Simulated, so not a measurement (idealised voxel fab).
Process module in this document: voxel wiring stack
The figure presents cross-section cut, which has a width of 265 nm and is divided into square cells with an edge length of 5 nm.
Throughout this document, each cross-section is represented as a grid of square cells and is presented as a sequence of bands enumerated from the top downward, where a band comprises one or more rows of cells. Within each band entry, the heights of the top and of the bottom of the band appear first, in that order and in nm; the materials of the band then follow from left to right, each with its corresponding width in nm. The designation "edge to edge" on a single material indicates that it fills the band from edge to edge; the designation "air" indicates empty space. Counting heights begins at 0, where everything beneath is, in the wafer as received, one material. The lowest band has no bottom; it goes on downwards, as "top 0, no bottom" shows. Top row gets the first number, bottom row gets the second, and each row in between changes by the same step: that is how a band width like "30 to 40" works. Where the words "same as before" appear for a step, the cross-section shows no cell changed by that step; every cell remained as before. What "Trapped voids" gives you is every empty space of 8 cells or more that is cut off from the top. Each appears as width x height at distance, with the distance taken from the left edge and width, height and distance all in nm. It should be noted that, on the line of a given step, the content following the step's settings is a remark produced by the simulator itself with respect to that step. Among the settings permitted on a step's line is "overlay nm"; applied to a step with a mask, it specifies the extent to which the mask lay to the right of its planned position, whereas a negative figure signifies a position to the left. Read the rest as pairs. Take the cross-section before one process step, then the cross-section after it, which shows only down to the lowest band that changed. Under the pair, find the step between them and its settings. Bear in mind that pairs may come from different runs of this module on the same starting wafer: link a pair to the pair above it only where its entry headed "Pre-step" says to.
Pre-step:
* top 170, bottom 165 = TiN 45 nm; air 20 nm; TiN 30 nm; air 20 nm; TiN 30 nm; air 20 nm; TiN 30 nm; air 20 nm; TiN 50 nm
* top 165, bottom 150 = lowk 40 nm; TiN 5 nm; air 20 nm; TiN 5 nm; lowk 20 nm; TiN 5 nm; air 20 nm; TiN 5 nm; lowk 20 nm; TiN 5 nm; air 20 nm; TiN 5 nm; lowk 20 nm; TiN 5 nm; air 20 nm; TiN 5 nm; lowk 45 nm
* top 150, bottom 145 = SiN 40 nm; TiN 30 nm; SiN 20 nm; TiN 30 nm; SiN 20 nm; TiN 30 nm; SiN 20 nm; TiN 30 nm; SiN 45 nm
* top 145, bottom 130 = lowk 40 nm; Ru 15 nm; lowk 35 nm; Ru 15 nm; lowk 35 nm; Ru 15 nm; lowk 35 nm; Ru 15 nm; lowk 60 nm
* top 130, bottom 125 = SiCN 40 nm; Ru 15 nm; SiCN 35 nm; Ru 15 nm; SiCN 35 nm; Ru 15 nm; SiCN 35 nm; Ru 15 nm; SiCN 60 nm
* top 125, bottom 120 = SiO2 40 nm; Ru 30 nm; SiO2 20 nm; Ru 30 nm; SiO2 20 nm; Ru 30 nm; SiO2 20 nm; Ru 30 nm; SiO2 45 nm
* top 120, bottom 115 = SiO2 40 nm; Ru 15 nm; TiN 15 nm; SiO2 20 nm; TiN 30 nm; SiO2 20 nm; Ru 15 nm; TiN 15 nm; SiO2 20 nm; TiN 30 nm; SiO2 45 nm
* top 115, bottom 105 = SiO2 40 nm; Ru 15 nm; SiO2 85 nm; Ru 15 nm; SiO2 110 nm
* top 105, bottom 100 = SiO2 40 nm; TiN 15 nm; SiO2 85 nm; TiN 15 nm; SiO2 110 nm
* top 100, bottom 85 = SiO2 edge to edge
* top 85, bottom 80 = SiCN edge to edge
* top 80, bottom 65 = lowk 35 nm; SiCN 5 nm; Ru 30 nm; SiCN 5 nm; lowk 10 nm; SiCN 5 nm; Ru 30 nm; SiCN 5 nm; lowk 10 nm; SiCN 5 nm; Ru 30 nm; SiCN 5 nm; lowk 10 nm; SiCN 5 nm; Ru 30 nm; SiCN 5 nm; lowk 40 nm
* top 65, bottom 60 = SiCN 40 nm; TiN 30 nm; SiCN 20 nm; TiN 30 nm; SiCN 20 nm; TiN 30 nm; SiCN 20 nm; TiN 30 nm; SiCN 45 nm
* top 60, bottom 45 = lowk 40 nm; TiN 5 nm; Cu 5 nm; TiN 5 nm; lowk 85 nm; TiN 5 nm; Cu 5 nm; TiN 5 nm; lowk 110 nm
* top 45, bottom 40 = SiCN 40 nm; TiN 15 nm; SiCN 85 nm; TiN 15 nm; SiCN 110 nm
* top 40, bottom 20 = SiO2 40 nm; Ru 30 nm; SiO2 20 nm; Ru 30 nm; SiO2 20 nm; Ru 30 nm; SiO2 20 nm; Ru 30 nm; SiO2 45 nm
* top 20, bottom 15 = SiO2 40 nm; TiN 30 nm; SiO2 20 nm; TiN 30 nm; SiO2 20 nm; TiN 30 nm; SiO2 20 nm; TiN 30 nm; SiO2 45 nm
* top 15, bottom 0 = SiO2 edge to edge
* top 0, no bottom = Si edge to edge
* Trapped voids: none
Post-Step Cross-Section:
* top 180, bottom 170 = Ru edge to edge
* top 170, bottom 165 = TiN 45 nm; Ru 20 nm; TiN 30 nm; Ru 20 nm; TiN 30 nm; Ru 20 nm; TiN 30 nm; Ru 20 nm; TiN 50 nm
* top 165, bottom 150 = lowk 40 nm; TiN 5 nm; Ru 20 nm; TiN 5 nm; lowk 20 nm; TiN 5 nm; Ru 20 nm; TiN 5 nm; lowk 20 nm; TiN 5 nm; Ru 20 nm; TiN 5 nm; lowk 20 nm; TiN 5 nm; Ru 20 nm; TiN 5 nm; lowk 45 nm
* Beneath the level 150, the cross-section is identical to its previous state.
* Trapped voids: none
Before/after cross-sections above; step in between: FILL_DEP (material Ru; thk nm 10)
Pre-step: it's just the after picture from the pair right above this one.
Post-Step Cross-Section:
* top 165, bottom 150 = lowk 40 nm; TiN 5 nm; Ru 20 nm; TiN 5 nm; lowk 20 nm; TiN 5 nm; Ru 20 nm; TiN 5 nm; lowk 20 nm; TiN 5 nm; Ru 20 nm; TiN 5 nm; lowk 20 nm; TiN 5 nm; Ru 20 nm; TiN 5 nm; lowk 45 nm
* Beneath the level 150, the cross-section is identical to its previous state.
* Trapped voids: none
Before/after cross-sections above; step in between: CMP (height nm 165)
Pre-step: it's just the after picture from the pair right above this one.
Post-Step Cross-Section:
* top 170, bottom 165 = SiCN edge to edge
* Beneath the level 165, the cross-section is identical to its previous state.
* Trapped voids: none
Before/after cross-sections above; step in between: CONFORMAL_DEP (material SiCN; thk nm 5)
Pre-step:
* top 145, bottom 130 = lowk 40 nm; Ru 15 nm; lowk 35 nm; Ru 15 nm; lowk 35 nm; Ru 15 nm; lowk 35 nm; Ru 15 nm; lowk 60 nm
* top 130, bottom 125 = SiCN 40 nm; Ru 15 nm; SiCN 35 nm; Ru 15 nm; SiCN 35 nm; Ru 15 nm; SiCN 35 nm; Ru 15 nm; SiCN 60 nm
* top 125, bottom 105 = SiO2 40 nm; Ru 30 nm; SiO2 20 nm; Ru 30 nm; SiO2 20 nm; Ru 30 nm; SiO2 20 nm; Ru 30 nm; SiO2 45 nm
* top 105, bottom 100 = SiO2 40 nm; TiN 30 nm; SiO2 20 nm; TiN 30 nm; SiO2 20 nm; TiN 30 nm; SiO2 20 nm; TiN 30 nm; SiO2 45 nm
* top 100, bottom 85 = SiO2 40 nm; Ru 15 nm; SiO2 85 nm; Ru 15 nm; SiO2 110 nm
* top 85, bottom 80 = SiCN 40 nm; Ru 15 nm; SiCN 85 nm; Ru 15 nm; SiCN 110 nm
* top 80, bottom 65 = lowk 35 nm; SiCN 5 nm; Ru 30 nm; SiCN 5 nm; lowk 10 nm; SiCN 5 nm; Ru 30 nm; SiCN 5 nm; lowk 10 nm; SiCN 5 nm; Ru 30 nm; SiCN 5 nm; lowk 10 nm; SiCN 5 nm; Ru 30 nm; SiCN 5 nm; lowk 40 nm
* top 65, bottom 60 = SiCN 40 nm; TiN 30 nm; SiCN 20 nm; TiN 30 nm; SiCN 20 nm; TiN 30 nm; SiCN 20 nm; TiN 30 nm; SiCN 45 nm
* top 60, bottom 45 = lowk 40 nm; TiN 5 nm; Cu 5 nm; TiN 5 nm; lowk 85 nm; TiN 5 nm; Cu 5 nm; TiN 5 nm; lowk 110 nm
* top 45, bottom 40 = SiCN 40 nm; TiN 15 nm; SiCN 85 nm; TiN 15 nm; SiCN 110 nm
* top 40, bottom 20 = SiO2 40 nm; Ru 30 nm; SiO2 20 nm; Ru 30 nm; SiO2 20 nm; Ru 30 nm; SiO2 20 nm; Ru 30 nm; SiO2 45 nm
* top 20, bottom 15 = SiO2 40 nm; TiN 30 nm; SiO2 20 nm; TiN 30 nm; SiO2 20 nm; TiN 30 nm; SiO2 20 nm; TiN 30 nm; SiO2 45 nm
* top 15, bottom 0 = SiO2 edge to edge
* top 0, no bottom = Si edge to edge
* Trapped voids: none
Post-Step Cross-Section:
* top 160, bottom 145 = lowk edge to edge
* Beneath the level 145, the cross-section is identical to its previous state.
* Trapped voids: none
Before/after cross-sections above; step in between: DIRECTIONAL_DEP (material lowk; thk nm 15)
Pre-step: it's just the after picture from the pair right above this one.
Post-Step Cross-Section:
* top 165, bottom 160 = SiN edge to edge
* Beneath the level 160, the cross-section is identical to its previous state.
* Trapped voids: none
Before/after cross-sections above; step in between: CONFORMAL_DEP (material SiN; thk nm 5)
Pre-step: it's just the after picture from the pair right above this one.
Post-Step Cross-Section:
* top 165, bottom 160 = SiN 40 nm; air 30 nm; SiN 20 nm; air 30 nm; SiN 20 nm; air 30 nm; SiN 20 nm; air 30 nm; SiN 45 nm
* Beneath the level 160, the cross-section is identical to its previous state.
* Trapped voids: none
Before/after cross-sections above; step in between: MASKED_ETCH (tone open; mask id METAL_4; width nm 30; pitch nm 50; etch materials SiN; depth nm 5; overlay nm 0)
Pre-step: it's just the after picture from the pair right above this one.
Post-Step Cross-Section:
* top 170, bottom 165 = TiN 45 nm; air 20 nm; TiN 30 nm; air 20 nm; TiN 30 nm; air 20 nm; TiN 30 nm; air 20 nm; TiN 50 nm
* top 165, bottom 160 = SiN 40 nm; TiN 30 nm; SiN 20 nm; TiN 30 nm; SiN 20 nm; TiN 30 nm; SiN 20 nm; TiN 30 nm; SiN 45 nm
* Beneath the level 160, the cross-section is identical to its previous state.
* Trapped voids: none
Before/after cross-sections above; step in between: CONFORMAL_DEP (material TiN; thk nm 5)
Pre-step: it's just the after picture from the pair right above this one.
Post-Step Cross-Section:
* top 180, bottom 170 = Ru edge to edge
* top 170, bottom 165 = TiN 45 nm; Ru 20 nm; TiN 30 nm; Ru 20 nm; TiN 30 nm; Ru 20 nm; TiN 30 nm; Ru 20 nm; TiN 50 nm
* Beneath the level 165, the cross-section is identical to its previous state.
* Trapped voids: none
Before/after cross-sections above; step in between: FILL_DEP (material Ru; thk nm 10)
Pre-step: it's just the after picture from the pair right above this one.
Post-Step Cross-Section:
* top 165, bottom 160 = SiN 40 nm; TiN 30 nm; SiN 20 nm; TiN 30 nm; SiN 20 nm; TiN 30 nm; SiN 20 nm; TiN 30 nm; SiN 45 nm
* Beneath the level 160, the cross-section is identical to its previous state.
* Trapped voids: none
Before/after cross-sections above; step in between: CMP (height nm 165)
Pre-step: it's just the after picture from the pair right above this one.
Post-Step Cross-Section:
* top 170, bottom 165 = SiCN edge to edge
* Beneath the level 165, the cross-section is identical to its previous state.
* Trapped voids: none
Before/after cross-sections above; step in between: CONFORMAL_DEP (material SiCN; thk nm 5)
Pre-step:
* top 45, bottom 40 = SiCN edge to edge
* top 40, bottom 20 = SiO2 40 nm; Ru 30 nm; SiO2 20 nm; Ru 30 nm; SiO2 20 nm; Ru 30 nm; SiO2 20 nm; Ru 30 nm; SiO2 45 nm
* top 20, bottom 15 = SiO2 40 nm; TiN 30 nm; SiO2 20 nm; TiN 30 nm; SiO2 20 nm; TiN 30 nm; SiO2 20 nm; TiN 30 nm; SiO2 45 nm
* top 15, bottom 0 = SiO2 edge to edge
* top 0, no bottom = Si edge to edge
* Trapped voids: none
Post-Step Cross-Section:
* top 55, bottom 45 = lowk edge to edge
* Beneath the level 45, the cross-section is identical to its previous state.
* Trapped voids: none
Before/after cross-sections above; step in between: DIRECTIONAL_DEP (material lowk; thk nm 10)
Pre-step: it's just the after picture from the pair right above this one.
Post-Step Cross-Section:
* top 55, bottom 45 = lowk 40 nm; air 15 nm; lowk 85 nm; air 15 nm; lowk 110 nm
* Beneath the level 45, the cross-section is identical to its previous state.
* Trapped voids: none
Before/after cross-sections above; step in between: MASKED_ETCH (tone open; mask id PLUG_1; width nm 15; pitch nm 100; etch materials lowk; depth nm 15; overlay nm 0)
Pre-step: it's just the after picture from the pair right above this one.
Post-Step Cross-Section:
* top 55, bottom 45 = lowk 40 nm; air 15 nm; lowk 85 nm; air 15 nm; lowk 110 nm
* top 45, bottom 40 = SiCN 40 nm; air 15 nm; SiCN 85 nm; air 15 nm; SiCN 110 nm
* Beneath the level 40, the cross-section is identical to its previous state.
* Trapped voids: none
Before/after cross-sections above; step in between: MASKED_ETCH (tone open; mask id PLUG_1; width nm 15; pitch nm 100; etch materials SiCN; depth nm 5; overlay nm 0)
Pre-step: it's just the after picture from the pair right above this one.
Post-Step Cross-Section:
* top 60, bottom 55 = TiN 45 nm; air 5 nm; TiN 95 nm; air 5 nm; TiN 115 nm
* top 55, bottom 45 = lowk 40 nm; TiN 5 nm; air 5 nm; TiN 5 nm; lowk 85 nm; TiN 5 nm; air 5 nm; TiN 5 nm; lowk 110 nm
* top 45, bottom 40 = SiCN 40 nm; TiN 15 nm; SiCN 85 nm; TiN 15 nm; SiCN 110 nm
* Beneath the level 40, the cross-section is identical to its previous state.
* Trapped voids: none
Before/after cross-sections above; step in between: CONFORMAL_DEP (material TiN; thk nm 5)
Pre-step: it's just the after picture from the pair right above this one.
Post-Step Cross-Section:
* top 70, bottom 60 = Cu edge to edge
* top 60, bottom 55 = TiN 45 nm; Cu 5 nm; TiN 95 nm; Cu 5 nm; TiN 115 nm
* top 55, bottom 45 = lowk 40 nm; TiN 5 nm; Cu 5 nm; TiN 5 nm; lowk 85 nm; TiN 5 nm; Cu 5 nm; TiN 5 nm; lowk 110 nm
* Beneath the level 45, the cross-section is identical to its previous state.
* Trapped voids: none
Before/after cross-sections above; step in between: FILL_DEP (material Cu; thk nm 10)
Pre-step: it's just the after picture from the pair right above this one.
Post-Step Cross-Section:
* top 60, bottom 55 = TiN 45 nm; Cu 5 nm; TiN 95 nm; Cu 5 nm; TiN 115 nm
* Beneath the level 55, the cross-section is identical to its previous state.
* Trapped voids: none
Before/after cross-sections above; step in between: CMP (height nm 60)
Pre-step: it's just the after picture from the pair right above this one.
Post-Step Cross-Section:
* top 65, bottom 60 = TiN edge to edge
* Beneath the level 60, the cross-section is identical to its previous state.
* Trapped voids: none
Before/after cross-sections above; step in between: DIRECTIONAL_DEP (material TiN; thk nm 5)
Pre-step: it's just the after picture from the pair right above this one.
Post-Step Cross-Section:
* top 80, bottom 65 = Ru edge to edge
* Beneath the level 65, the cross-section is identical to its previous state.
* Trapped voids: none
Before/after cross-sections above; step in between: DIRECTIONAL_DEP (material Ru; thk nm 15)
Pre-step: it's just the after picture from the pair right above this one.
Post-Step Cross-Section:
* top 95, bottom 80 = aC edge to edge
* Beneath the level 80, the cross-section is identical to its previous state.
* Trapped voids: none
Before/after cross-sections above; step in between: DIRECTIONAL_DEP (material aC; thk nm 15)
Pre-step: it's just the after picture from the pair right above this one.
Post-Step Cross-Section:
* top 125, bottom 95 = air 40 nm; resist 30 nm; air 20 nm; resist 30 nm; air 20 nm; resist 30 nm; air 20 nm; resist 30 nm; air 45 nm
* Beneath the level 95, the cross-section is identical to its previous state.
* Trapped voids: none
Before/after cross-sections above; step in between: PATTERN (tone cover; mask id METAL_2; material resist; width nm 30; pitch nm 50; thk nm 30; overlay nm 0)
Pre-step: it's just the after picture from the pair right above this one.
Post-Step Cross-Section:
* top 110, bottom 95 = air 40 nm; resist 30 nm; air 20 nm; resist 30 nm; air 20 nm; resist 30 nm; air 20 nm; resist 30 nm; air 45 nm
* top 95, bottom 80 = air 40 nm; aC 30 nm; air 20 nm; aC 30 nm; air 20 nm; aC 30 nm; air 20 nm; aC 30 nm; air 45 nm
* Beneath the level 80, the cross-section is identical to its previous state.
* Trapped voids: none
Before/after cross-sections above; step in between: DIRECTIONAL_ETCH (etch materials aC; depth nm 15)
Pre-step: it's just the after picture from the pair right above this one.
Post-Step Cross-Section:
* top 95, bottom 80 = air 40 nm; aC 30 nm; air 20 nm; aC 30 nm; air 20 nm; aC 30 nm; air 20 nm; aC 30 nm; air 45 nm
* Beneath the level 80, the cross-section is identical to its previous state.
* Trapped voids: none
Before/after cross-sections above; step in between: STRIP (etch materials resist)
Pre-step: it's just the after picture from the pair right above this one.
Post-Step Cross-Section:
* top 95, bottom 80 = air 40 nm; aC 30 nm; air 20 nm; aC 30 nm; air 20 nm; aC 30 nm; air 20 nm; aC 30 nm; air 45 nm
* top 80, bottom 65 = air 40 nm; Ru 30 nm; air 20 nm; Ru 30 nm; air 20 nm; Ru 30 nm; air 20 nm; Ru 30 nm; air 45 nm
* Beneath the level 65, the cross-section is identical to its previous state.
* Trapped voids: none
Before/after cross-sections above; step in between: DIRECTIONAL_ETCH (etch materials Ru; depth nm 15)
Pre-step: it's just the after picture from the pair right above this one.
Post-Step Cross-Section:
* top 95, bottom 80 = air 40 nm; aC 30 nm; air 20 nm; aC 30 nm; air 20 nm; aC 30 nm; air 20 nm; aC 30 nm; air 45 nm
* top 80, bottom 65 = air 40 nm; Ru 30 nm; air 20 nm; Ru 30 nm; air 20 nm; Ru 30 nm; air 20 nm; Ru 30 nm; air 45 nm
* top 65, bottom 60 = air 40 nm; TiN 30 nm; air 20 nm; TiN 30 nm; air 20 nm; TiN 30 nm; air 20 nm; TiN 30 nm; air 45 nm
* Beneath the level 60, the cross-section is identical to its previous state.
* Trapped voids: none
Before/after cross-sections above; step in between: DIRECTIONAL_ETCH (etch materials TiN; depth nm 5)
Pre-step: it's just the after picture from the pair right above this one.
Post-Step Cross-Section:
* top 80, bottom 65 = air 40 nm; Ru 30 nm; air 20 nm; Ru 30 nm; air 20 nm; Ru 30 nm; air 20 nm; Ru 30 nm; air 45 nm
* Beneath the level 65, the cross-section is identical to its previous state.
* Trapped voids: none
Before/after cross-sections above; step in between: STRIP (etch materials aC)
Pre-step: it's just the after picture from the pair right above this one.
Post-Step Cross-Section:
* top 85, bottom 80 = air 35 nm; SiCN 40 nm; air 10 nm; SiCN 40 nm; air 10 nm; SiCN 40 nm; air 10 nm; SiCN 40 nm; air 40 nm
* top 80, bottom 65 = air 35 nm; SiCN 5 nm; Ru 30 nm; SiCN 5 nm; air 10 nm; SiCN 5 nm; Ru 30 nm; SiCN 5 nm; air 10 nm; SiCN 5 nm; Ru 30 nm; SiCN 5 nm; air 10 nm; SiCN 5 nm; Ru 30 nm; SiCN 5 nm; air 40 nm
* top 65, bottom 60 = SiCN 40 nm; TiN 30 nm; SiCN 20 nm; TiN 30 nm; SiCN 20 nm; TiN 30 nm; SiCN 20 nm; TiN 30 nm; SiCN 45 nm
* Beneath the level 60, the cross-section is identical to its previous state.
* Trapped voids: none
Before/after cross-sections above; step in between: CONFORMAL_DEP (material SiCN; thk nm 5)
Pre-step: it's just the after picture from the pair right above this one.
Post-Step Cross-Section:
* top 90, bottom 85 = lowk edge to edge
* top 85, bottom 80 = lowk 35 nm; SiCN 40 nm; lowk 10 nm; SiCN 40 nm; lowk 10 nm; SiCN 40 nm; lowk 10 nm; SiCN 40 nm; lowk 40 nm
* top 80, bottom 65 = lowk 35 nm; SiCN 5 nm; Ru 30 nm; SiCN 5 nm; lowk 10 nm; SiCN 5 nm; Ru 30 nm; SiCN 5 nm; lowk 10 nm; SiCN 5 nm; Ru 30 nm; SiCN 5 nm; lowk 10 nm; SiCN 5 nm; Ru 30 nm; SiCN 5 nm; lowk 40 nm
* Beneath the level 65, the cross-section is identical to its previous state.
* Trapped voids: none
Before/after cross-sections above; step in between: FILL_DEP (material lowk; thk nm 5)
Pre-step: it's just the after picture from the pair right above this one.
Post-Step Cross-Section:
* top 80, bottom 65 = lowk 35 nm; SiCN 5 nm; Ru 30 nm; SiCN 5 nm; lowk 10 nm; SiCN 5 nm; Ru 30 nm; SiCN 5 nm; lowk 10 nm; SiCN 5 nm; Ru 30 nm; SiCN 5 nm; lowk 10 nm; SiCN 5 nm; Ru 30 nm; SiCN 5 nm; lowk 40 nm
* Beneath the level 65, the cross-section is identical to its previous state.
* Trapped voids: none
Before/after cross-sections above; step in between: CMP (height nm 80)
Pre-step: it's just the after picture from the pair right above this one.
Post-Step Cross-Section:
* top 85, bottom 80 = SiCN edge to edge
* Beneath the level 80, the cross-section is identical to its previous state.
* Trapped voids: none
Before/after cross-sections above; step in between: CONFORMAL_DEP (material SiCN; thk nm 5)
Pre-step: it's just the after picture from the pair right above this one.
Post-Step Cross-Section:
* top 100, bottom 85 = SiO2 edge to edge
* Beneath the level 85, the cross-section is identical to its previous state.
* Trapped voids: none
Before/after cross-sections above; step in between: DIRECTIONAL_DEP (material SiO2; thk nm 15)
Pre-step: it's just the after picture from the pair right above this one.
Post-Step Cross-Section:
* top 100, bottom 85 = SiO2 40 nm; air 15 nm; SiO2 85 nm; air 15 nm; SiO2 110 nm
* Beneath the level 85, the cross-section is identical to its previous state.
* Trapped voids: none
Before/after cross-sections above; step in between: MASKED_ETCH (tone open; mask id PLUG_2; width nm 15; pitch nm 100; etch materials SiO2; depth nm 15; overlay nm 0)
Pre-step: it's just the after picture from the pair right above this one.
Post-Step Cross-Section:
* top 100, bottom 85 = SiO2 40 nm; air 15 nm; SiO2 85 nm; air 15 nm; SiO2 110 nm
* top 85, bottom 80 = SiCN 40 nm; air 15 nm; SiCN 85 nm; air 15 nm; SiCN 110 nm
* Beneath the level 80, the cross-section is identical to its previous state.
* Trapped voids: none
Before/after cross-sections above; step in between: MASKED_ETCH (tone open; mask id PLUG_2; width nm 15; pitch nm 100; etch materials SiCN; depth nm 5; overlay nm 0)
Pre-step: it's just the after picture from the pair right above this one.
Post-Step Cross-Section:
* top 100, bottom 90 = SiO2 40 nm; air 15 nm; SiO2 85 nm; air 15 nm; SiO2 110 nm
* top 90, bottom 85 = SiO2 40 nm; Ru 15 nm; SiO2 85 nm; Ru 15 nm; SiO2 110 nm
* top 85, bottom 80 = SiCN 40 nm; Ru 15 nm; SiCN 85 nm; Ru 15 nm; SiCN 110 nm
* Beneath the level 80, the cross-section is identical to its previous state.
* Trapped voids: none
Before/after cross-sections above; step in between: EPI (material Ru; thk nm 10)
Pre-step: it's just the after picture from the pair right above this one.
Post-Step Cross-Section:
* top 100, bottom 85 = SiO2 40 nm; Ru 15 nm; SiO2 85 nm; Ru 15 nm; SiO2 110 nm
* Beneath the level 85, the cross-section is identical to its previous state.
* Trapped voids: none
Before/after cross-sections above; step in between: EPI (material Ru; thk nm 10)
Pre-step: it's just the after picture from the pair right above this one.
Post-Step Cross-Section:
* top 105, bottom 100 = TiN edge to edge
* Beneath the level 100, the cross-section is identical to its previous state.
* Trapped voids: none
Before/after cross-sections above; step in between: DIRECTIONAL_DEP (material TiN; thk nm 5)
Pre-step: it's just the after picture from the pair right above this one.
Post-Step Cross-Section:
* top 125, bottom 105 = Ru edge to edge
* Beneath the level 105, the cross-section is identical to its previous state.
* Trapped voids: none
Before/after cross-sections above; step in between: DIRECTIONAL_DEP (material Ru; thk nm 20)
Pre-step: it's just the after picture from the pair right above this one.
Post-Step Cross-Section:
* top 125, bottom 105 = air 40 nm; Ru 30 nm; air 20 nm; Ru 30 nm; air 20 nm; Ru 30 nm; air 20 nm; Ru 30 nm; air 45 nm
* Beneath the level 105, the cross-section is identical to its previous state.
* Trapped voids: none
Before/after cross-sections above; step in between: MASKED_ETCH (tone cover; mask id METAL_3; width nm 30; pitch nm 50; etch materials Ru; depth nm 20; overlay nm 0)
Pre-step: it's just the after picture from the pair right above this one.
Post-Step Cross-Section:
* top 125, bottom 105 = air 40 nm; Ru 30 nm; air 20 nm; Ru 30 nm; air 20 nm; Ru 30 nm; air 20 nm; Ru 30 nm; air 45 nm
* top 105, bottom 100 = air 40 nm; TiN 30 nm; air 20 nm; TiN 30 nm; air 20 nm; TiN 30 nm; air 20 nm; TiN 30 nm; air 45 nm
* Beneath the level 100, the cross-section is identical to its previous state.
* Trapped voids: none
Before/after cross-sections above; step in between: MASKED_ETCH (tone cover; mask id METAL_3; width nm 30; pitch nm 50; etch materials TiN; depth nm 5; overlay nm 0)
Pre-step: it's just the after picture from the pair right above this one.
Post-Step Cross-Section:
* top 130, bottom 125 = SiO2 edge to edge
* top 125, bottom 105 = SiO2 40 nm; Ru 30 nm; SiO2 20 nm; Ru 30 nm; SiO2 20 nm; Ru 30 nm; SiO2 20 nm; Ru 30 nm; SiO2 45 nm
* top 105, bottom 100 = SiO2 40 nm; TiN 30 nm; SiO2 20 nm; TiN 30 nm; SiO2 20 nm; TiN 30 nm; SiO2 20 nm; TiN 30 nm; SiO2 45 nm
* Beneath the level 100, the cross-section is identical to its previous state.
* Trapped voids: none
Before/after cross-sections above; step in between: FILL_DEP (material SiO2; thk nm 5)
Pre-step: it's just the after picture from the pair right above this one.
Post-Step Cross-Section:
* top 125, bottom 105 = SiO2 40 nm; Ru 30 nm; SiO2 20 nm; Ru 30 nm; SiO2 20 nm; Ru 30 nm; SiO2 20 nm; Ru 30 nm; SiO2 45 nm
* Beneath the level 105, the cross-section is identical to its previous state.
* Trapped voids: none
Before/after cross-sections above; step in between: CMP (height nm 125)
Pre-step: it's just the after picture from the pair right above this one.
Post-Step Cross-Section:
* top 130, bottom 125 = SiCN edge to edge
* Beneath the level 125, the cross-section is identical to its previous state.
* Trapped voids: none
Before/after cross-sections above; step in between: CONFORMAL_DEP (material SiCN; thk nm 5)
Pre-step: it's just the after picture from the pair right above this one.
Post-Step Cross-Section:
* top 145, bottom 130 = lowk edge to edge
* Beneath the level 130, the cross-section is identical to its previous state.
* Trapped voids: none
Before/after cross-sections above; step in between: DIRECTIONAL_DEP (material lowk; thk nm 15)
Pre-step: it's just the after picture from the pair right above this one.
Post-Step Cross-Section:
* top 145, bottom 130 = lowk 40 nm; air 15 nm; lowk 35 nm; air 15 nm; lowk 35 nm; air 15 nm; lowk 35 nm; air 15 nm; lowk 60 nm
* Beneath the level 130, the cross-section is identical to its previous state.
* Trapped voids: none
Before/after cross-sections above; step in between: MASKED_ETCH (tone open; mask id PLUG_3; width nm 15; pitch nm 50; etch materials lowk; depth nm 15; overlay nm 0)
Pre-step: it's just the after picture from the pair right above this one.
Post-Step Cross-Section:
* top 145, bottom 130 = lowk 40 nm; air 15 nm; lowk 35 nm; air 15 nm; lowk 35 nm; air 15 nm; lowk 35 nm; air 15 nm; lowk 60 nm
* top 130, bottom 125 = SiCN 40 nm; air 15 nm; SiCN 35 nm; air 15 nm; SiCN 35 nm; air 15 nm; SiCN 35 nm; air 15 nm; SiCN 60 nm
* Beneath the level 125, the cross-section is identical to its previous state.
* Trapped voids: none
Before/after cross-sections above; step in between: MASKED_ETCH (tone open; mask id PLUG_3; width nm 15; pitch nm 50; etch materials SiCN; depth nm 5; overlay nm 0)
Pre-step: it's just the after picture from the pair right above this one.
Post-Step Cross-Section:
* top 145, bottom 135 = lowk 40 nm; air 15 nm; lowk 35 nm; air 15 nm; lowk 35 nm; air 15 nm; lowk 35 nm; air 15 nm; lowk 60 nm
* top 135, bottom 130 = lowk 40 nm; Ru 15 nm; lowk 35 nm; Ru 15 nm; lowk 35 nm; Ru 15 nm; lowk 35 nm; Ru 15 nm; lowk 60 nm
* top 130, bottom 125 = SiCN 40 nm; Ru 15 nm; SiCN 35 nm; Ru 15 nm; SiCN 35 nm; Ru 15 nm; SiCN 35 nm; Ru 15 nm; SiCN 60 nm
* Beneath the level 125, the cross-section is identical to its previous state.
* Trapped voids: none
Before/after cross-sections above; step in between: EPI (material Ru; thk nm 10)
Pre-step: it's just the after picture from the pair right above this one.
Post-Step Cross-Section:
* top 145, bottom 130 = lowk 40 nm; Ru 15 nm; lowk 35 nm; Ru 15 nm; lowk 35 nm; Ru 15 nm; lowk 35 nm; Ru 15 nm; lowk 60 nm
* Beneath the level 130, the cross-section is identical to its previous state.
* Trapped voids: none
Before/after cross-sections above; step in between: EPI (material Ru; thk nm 10)
Pre-step: it's just the after picture from the pair right above this one.
Post-Step Cross-Section:
* top 150, bottom 145 = SiN edge to edge
* Beneath the level 145, the cross-section is identical to its previous state.
* Trapped voids: none
Before/after cross-sections above; step in between: CONFORMAL_DEP (material SiN; thk nm 5)
Pre-step: it's just the after picture from the pair right above this one.
Post-Step Cross-Section:
* top 165, bottom 150 = lowk edge to edge
* Beneath the level 150, the cross-section is identical to its previous state.
* Trapped voids: none
Before/after cross-sections above; step in between: DIRECTIONAL_DEP (material lowk; thk nm 15)
Pre-step: it's just the after picture from the pair right above this one.
Post-Step Cross-Section:
* top 165, bottom 150 = lowk 40 nm; air 30 nm; lowk 20 nm; air 30 nm; lowk 20 nm; air 30 nm; lowk 20 nm; air 30 nm; lowk 45 nm
* Beneath the level 150, the cross-section is identical to its previous state.
* Trapped voids: none
Before/after cross-sections above; step in between: MASKED_ETCH (tone open; mask id METAL_4; width nm 30; pitch nm 50; etch materials lowk; depth nm 15; overlay nm 0)
Pre-step: it's just the after picture from the pair right above this one.
Post-Step Cross-Section:
* top 165, bottom 150 = lowk 40 nm; air 30 nm; lowk 20 nm; air 30 nm; lowk 20 nm; air 30 nm; lowk 20 nm; air 30 nm; lowk 45 nm
* top 150, bottom 145 = SiN 40 nm; air 30 nm; SiN 20 nm; air 30 nm; SiN 20 nm; air 30 nm; SiN 20 nm; air 30 nm; SiN 45 nm
* Beneath the level 145, the cross-section is identical to its previous state.
* Trapped voids: none
Before/after cross-sections above; step in between: MASKED_ETCH (tone open; mask id METAL_4; width nm 30; pitch nm 50; etch materials SiN; depth nm 5; overlay nm 0)
